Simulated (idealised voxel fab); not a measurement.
process module | voxel released beams
cross-section cut | 210 nm wide | cells 5 nm
A cross-section is a grid of square cells, given in bands from the top down. A band is one or more rows of cells.
Each band's line starts with the height of the band's top and of its bottom, in nm. Then come its materials from left to right, each with its width in nm. One material with "throughout" fills the band from edge to edge. "air" is empty space.
Height 0 is the level under which the wafer as received is all one material. The lowest band goes on downwards, as in "0 down".
A width such as "30 to 40" changes by the same amount from each row of cells to the next, from the band's top row to its bottom row.
"no change" after a step means that no cell of the cross-section changed.
closed voids: empty space of 8 cells or more with no open way to the top, each as width x height at its distance from the left edge, in nm
after a step's settings: what the simulator itself notes on the step
overlay nm, on a step with a mask: how far to the right of its planned place the mask lay; to the left if negative
plan
1 op RECEIVE | material Si
2 op CONFORMAL_DEP | material Al2O3 | thk nm 5
3 op DIRECTIONAL_DEP | material SiO2 | thk nm 20
4 op MASKED_ETCH | tone open | mask id ANCHOR | width nm 30 | etch materials SiO2 | depth nm 20 | overlay nm 0
5 op CONFORMAL_DEP | material W | thk nm 15
6 op PATTERN | tone cover | mask id BEAM | material resist | width nm 105 | thk nm 15 | overlay nm 0
7 op DIRECTIONAL_ETCH | etch materials W | depth nm 15
8 op STRIP | etch materials resist
9 op STRIP | etch materials SiO2
varied across the wafers: width nm of step 4. The plan shows the first wafer's value. All wafers start alike
first wafer as received, after step 1
  0 down: Si throughout
  closed voids: none
each wafer at the end: cells of each material gained (+) or lost (-) since it was received, then its closed voids
width nm 30 | +42 Al2O3 | +87 W | closed voids: none
width nm 35 | +42 Al2O3 | +87 W | closed voids: none
width nm 40 | +42 Al2O3 | +87 W | closed voids: none
width nm 45 | +42 Al2O3 | +87 W | closed voids: none
width nm 50 | +42 Al2O3 | +87 W | closed voids: none
width nm 55 | +42 Al2O3 | +87 W | closed voids: none
